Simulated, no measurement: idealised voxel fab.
The name of this process module is voxel spacer lines.
The cross-section on display is named cut; it measures 140 nm wide, and its cells are 5 nm squares.
Bands, listed from the top down, are how a cross-section gets written in this document; the cross-section itself is a grid of square cells, and a band is one or more rows of them. Quick guide to a band line: top height, bottom height (nm) up front; then every material left to right with its width in nm. Only one material and it's marked "full width"? Then it fills the band edge to edge. And "blank" just means empty space. Below 0: as-received wafer, all one material; heights counted from there. Lowest band: no bottom, goes on down, written "top 0, no bottom". Width: "30->40" (first number = top row, second number = bottom row, same change from row to row of cells). Step marked "remained the same"? Then no cell in the cross-section changed in it. For the entry "closed voids", the listed items are empty spaces with no open way to the top whose size is 8 cells or more; each item follows the pattern width x height at distance, where distance is from the left edge and all three are in nm. after a step's settings: what the simulator itself notes on the step. When a step includes a mask, the "overlay nm" setting on its line states how far to the right of its planned place that mask lay, and negative values state how far to the left.
# These are the steps we planned for the process
1 RECEIVE, material Si
2 CONFORMAL_DEP, material SiO2, thk nm 5
3 DIRECTIONAL_DEP, material TiN, thk nm 20
4 DIRECTIONAL_DEP, material aC, thk nm 20
5 PATTERN, tone cover, mask id MANDREL, material resist, width nm 20, pitch nm 60, thk nm 30, overlay nm 0
6 DIRECTIONAL_ETCH, etch materials aC, depth nm 20
7 STRIP, etch materials resist
8 CONFORMAL_DEP, material SiN, thk nm 10
9 DIRECTIONAL_ETCH, etch materials SiN, depth nm 10
10 STRIP, etch materials aC
11 DIRECTIONAL_ETCH, etch materials TiN, depth nm 20
12 STRIP, etch materials SiN
13 FILL_DEP, material SiO2, thk nm 5
14 CMP, height nm 25
# The cross-section here shows the wafer as received, i.e. in its state after step 1
- top 0, no bottom | Si full width
- closed voids: none
# Wafer at module end, in section. Began as above, planned as above, run with one mistake
- top 25, bottom 5 | aC full width
- top 5, bottom 0 | SiO2 full width
- top 0, no bottom | Si full width
- closed voids: none
The mistake made against the process plan was this: plan vs actual: 3 and 4 interchanged
